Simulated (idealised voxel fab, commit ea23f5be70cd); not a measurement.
A process module follows: voxel wiring stack.
We display cut, a cross-section 225 nm in width whose square cells are each 5 nm.
The cross-sections in this document take the form of a grid made of square cells. They are written out as bands, in order from top to bottom. Each band consists of one or more rows of cells.
Band: top height; bottom height; in nm. Then, left to right: material with width in nm, for each material. "throughout": a single material spanning edge to edge. "empty": empty space.
Ref level 0: as-received wafer is one material below here. Bottom band extends down with no lower bound ("top 0, no bottom").
Width "30->40": first value at the band's top row of cells, second value at its bottom row, equal change from row to row.
Step marked "identical to before"? Then no cell in the cross-section changed in it.
This entry, "Enclosed cavity list", enumerates those empty regions of no fewer than 8 cells that possess no open connection to the top. Each region is reported in the form width x height at distance, the distance being taken from the left edge, with all three quantities expressed in nm.
On a step's line, text after the settings is the simulator commenting on that step.
The optional step-line setting "overlay nm" applies to steps with a mask and quantifies how far to the right of its planned location the mask lay, a negative value indicating leftward placement.
**These are the steps we planned for the process**
1 RECEIVE (material Si)
2 CONFORMAL_DEP (material SiO2; thk nm 10)
3 DIRECTIONAL_DEP (material TiN; thk nm 5)
4 DIRECTIONAL_DEP (material Ru; thk nm 20)
5 DIRECTIONAL_DEP (material aC; thk nm 10)
6 PATTERN (tone cover; mask id METAL_1; material resist; width nm 30; pitch nm 50; thk nm 30; overlay nm 0)
7 DIRECTIONAL_ETCH (etch materials aC; depth nm 10)
8 STRIP (etch materials resist)
9 DIRECTIONAL_ETCH (etch materials Ru; depth nm 20)
10 DIRECTIONAL_ETCH (etch materials TiN; depth nm 5)
11 STRIP (etch materials aC)
12 CONFORMAL_DEP (material SiCN; thk nm 5)
13 FILL_DEP (material lowk; thk nm 5)
14 CMP (height nm 35)
15 CONFORMAL_DEP (material SiCN; thk nm 5)
16 DIRECTIONAL_DEP (material lowk; thk nm 15)
17 MASKED_ETCH (tone open; mask id PLUG_1; width nm 15; pitch nm 50; etch materials lowk; depth nm 15; overlay nm 0)
18 MASKED_ETCH (tone open; mask id PLUG_1; width nm 15; pitch nm 50; etch materials SiCN; depth nm 5; overlay nm 0)
19 CONFORMAL_DEP (material TiN; thk nm 5)
20 FILL_DEP (material Cu; thk nm 10)
21 CMP (height nm 55)
22 DIRECTIONAL_DEP (material TiN; thk nm 5)
23 DIRECTIONAL_DEP (material W; thk nm 20)
24 PATTERN (tone cover; mask id METAL_2; material resist; width nm 30; pitch nm 50; thk nm 15; overlay nm 0)
25 DIRECTIONAL_ETCH (etch materials W; depth nm 20)
26 DIRECTIONAL_ETCH (etch materials TiN; depth nm 5)
27 STRIP (etch materials resist)
28 FILL_DEP (material lowk; thk nm 5)
29 CMP (height nm 80)
30 CONFORMAL_DEP (material SiCN; thk nm 5)
31 DIRECTIONAL_DEP (material SiO2; thk nm 10)
32 PATTERN (tone open; mask id PLUG_2; material resist; width nm 15; pitch nm 100; thk nm 20; overlay nm 0)
33 DIRECTIONAL_ETCH (etch materials SiO2; depth nm 10)
34 DIRECTIONAL_ETCH (etch materials SiCN; depth nm 5)
35 STRIP (etch materials resist)
36 EPI (material Ru; thk nm 10)
37 EPI (material Ru; thk nm 5)
38 DIRECTIONAL_DEP (material TiN; thk nm 5)
39 DIRECTIONAL_DEP (material Ru; thk nm 25)
40 PATTERN (tone cover; mask id METAL_3; material resist; width nm 30; pitch nm 50; thk nm 20; overlay nm 0)
41 DIRECTIONAL_ETCH (etch materials Ru; depth nm 25)
42 DIRECTIONAL_ETCH (etch materials TiN; depth nm 5)
43 STRIP (etch materials resist)
44 FILL_DEP (material lowk; thk nm 10)
45 CMP (height nm 125)
46 CONFORMAL_DEP (material SiN; thk nm 5)
**As-received wafer cross-section (after step 1)**
- top 0, no bottom | Si throughout
- Enclosed cavity list: none
**The first of the two wafers as seen in cross-section once the module was finished; processing followed the plan**
- top 130, bottom 125 | SiN throughout
- top 125, bottom 100 | 20 nm lowk, then 30 nm Ru, then 20 nm lowk, then 30 nm Ru, then 20 nm lowk, then 30 nm Ru, then 20 nm lowk, then 30 nm Ru, then 25 nm lowk
- top 100, bottom 95 | 20 nm lowk, then 30 nm TiN, then 20 nm lowk, then 30 nm TiN, then 20 nm lowk, then 30 nm TiN, then 20 nm lowk, then 30 nm TiN, then 25 nm lowk
- top 95, bottom 85 | 20 nm SiO2, then 15 nm Ru, then 85 nm SiO2, then 15 nm Ru, then 90 nm SiO2
- top 85, bottom 80 | 20 nm SiCN, then 15 nm Ru, then 85 nm SiCN, then 15 nm Ru, then 90 nm SiCN
- top 80, bottom 60 | 20 nm lowk, then 30 nm W, then 20 nm lowk, then 30 nm W, then 20 nm lowk, then 30 nm W, then 20 nm lowk, then 30 nm W, then 25 nm lowk
- top 60, bottom 55 | 20 nm lowk, then 30 nm TiN, then 20 nm lowk, then 30 nm TiN, then 20 nm lowk, then 30 nm TiN, then 20 nm lowk, then 30 nm TiN, then 25 nm lowk
- top 55, bottom 40 | 20 nm lowk, then 5 nm TiN, then 5 nm Cu, then 5 nm TiN, then 35 nm lowk, then 5 nm TiN, then 5 nm Cu, then 5 nm TiN, then 35 nm lowk, then 5 nm TiN, then 5 nm Cu, then 5 nm TiN, then 35 nm lowk, then 5 nm TiN, then 5 nm Cu, then 5 nm TiN, then 40 nm lowk
- top 40, bottom 35 | 20 nm SiCN, then 15 nm TiN, then 35 nm SiCN, then 15 nm TiN, then 35 nm SiCN, then 15 nm TiN, then 35 nm SiCN, then 15 nm TiN, then 40 nm SiCN
- top 35, bottom 15 | 15 nm lowk, then 5 nm SiCN, then 30 nm Ru, then 5 nm SiCN, then 10 nm lowk, then 5 nm SiCN, then 30 nm Ru, then 5 nm SiCN, then 10 nm lowk, then 5 nm SiCN, then 30 nm Ru, then 5 nm SiCN, then 10 nm lowk, then 5 nm SiCN, then 30 nm Ru, then 5 nm SiCN, then 20 nm lowk
- top 15, bottom 10 | 20 nm SiCN, then 30 nm TiN, then 20 nm SiCN, then 30 nm TiN, then 20 nm SiCN, then 30 nm TiN, then 20 nm SiCN, then 30 nm TiN, then 25 nm SiCN
- top 10, bottom 0 | SiO2 throughout
- top 0, no bottom | Si throughout
- Enclosed cavity list: none
**Now the second wafer, cross-sectioned at the end of the module. Nothing different at the start, nothing different in the plan compared with the first, just one mistake when it was actually run**
- top 130, bottom 125 | SiN throughout
- top 125, bottom 100 | 15 nm lowk, then 30 nm Ru, then 20 nm lowk, then 30 nm Ru, then 20 nm lowk, then 30 nm Ru, then 20 nm lowk, then 30 nm Ru, then 30 nm lowk
- top 100, bottom 95 | 15 nm lowk, then 30 nm TiN, then 20 nm lowk, then 30 nm TiN, then 20 nm lowk, then 30 nm TiN, then 20 nm lowk, then 30 nm TiN, then 30 nm lowk
- top 95, bottom 85 | 20 nm SiO2, then 15 nm Ru, then 85 nm SiO2, then 15 nm Ru, then 90 nm SiO2
- top 85, bottom 80 | 20 nm SiCN, then 15 nm Ru, then 85 nm SiCN, then 15 nm Ru, then 90 nm SiCN
- top 80, bottom 60 | 20 nm lowk, then 30 nm W, then 20 nm lowk, then 30 nm W, then 20 nm lowk, then 30 nm W, then 20 nm lowk, then 30 nm W, then 25 nm lowk
- top 60, bottom 55 | 20 nm lowk, then 30 nm TiN, then 20 nm lowk, then 30 nm TiN, then 20 nm lowk, then 30 nm TiN, then 20 nm lowk, then 30 nm TiN, then 25 nm lowk
- top 55, bottom 40 | 20 nm lowk, then 5 nm TiN, then 5 nm Cu, then 5 nm TiN, then 35 nm lowk, then 5 nm TiN, then 5 nm Cu, then 5 nm TiN, then 35 nm lowk, then 5 nm TiN, then 5 nm Cu, then 5 nm TiN, then 35 nm lowk, then 5 nm TiN, then 5 nm Cu, then 5 nm TiN, then 40 nm lowk
- top 40, bottom 35 | 20 nm SiCN, then 15 nm TiN, then 35 nm SiCN, then 15 nm TiN, then 35 nm SiCN, then 15 nm TiN, then 35 nm SiCN, then 15 nm TiN, then 40 nm SiCN
- top 35, bottom 15 | 15 nm lowk, then 5 nm SiCN, then 30 nm Ru, then 5 nm SiCN, then 10 nm lowk, then 5 nm SiCN, then 30 nm Ru, then 5 nm SiCN, then 10 nm lowk, then 5 nm SiCN, then 30 nm Ru, then 5 nm SiCN, then 10 nm lowk, then 5 nm SiCN, then 30 nm Ru, then 5 nm SiCN, then 20 nm lowk
- top 15, bottom 10 | 20 nm SiCN, then 30 nm TiN, then 20 nm SiCN, then 30 nm TiN, then 20 nm SiCN, then 30 nm TiN, then 20 nm SiCN, then 30 nm TiN, then 25 nm SiCN
- top 10, bottom 0 | SiO2 throughout
- top 0, no bottom | Si throughout
- Enclosed cavity list: none
Diagnosis: not per plan at step 40, really ran PATTERN (tone cover; mask id METAL_3; material resist; width nm 30; pitch nm 50; thk nm 20; overlay nm -5)
at the end the second wafer has, in cells: as many of each material as the first, in other places
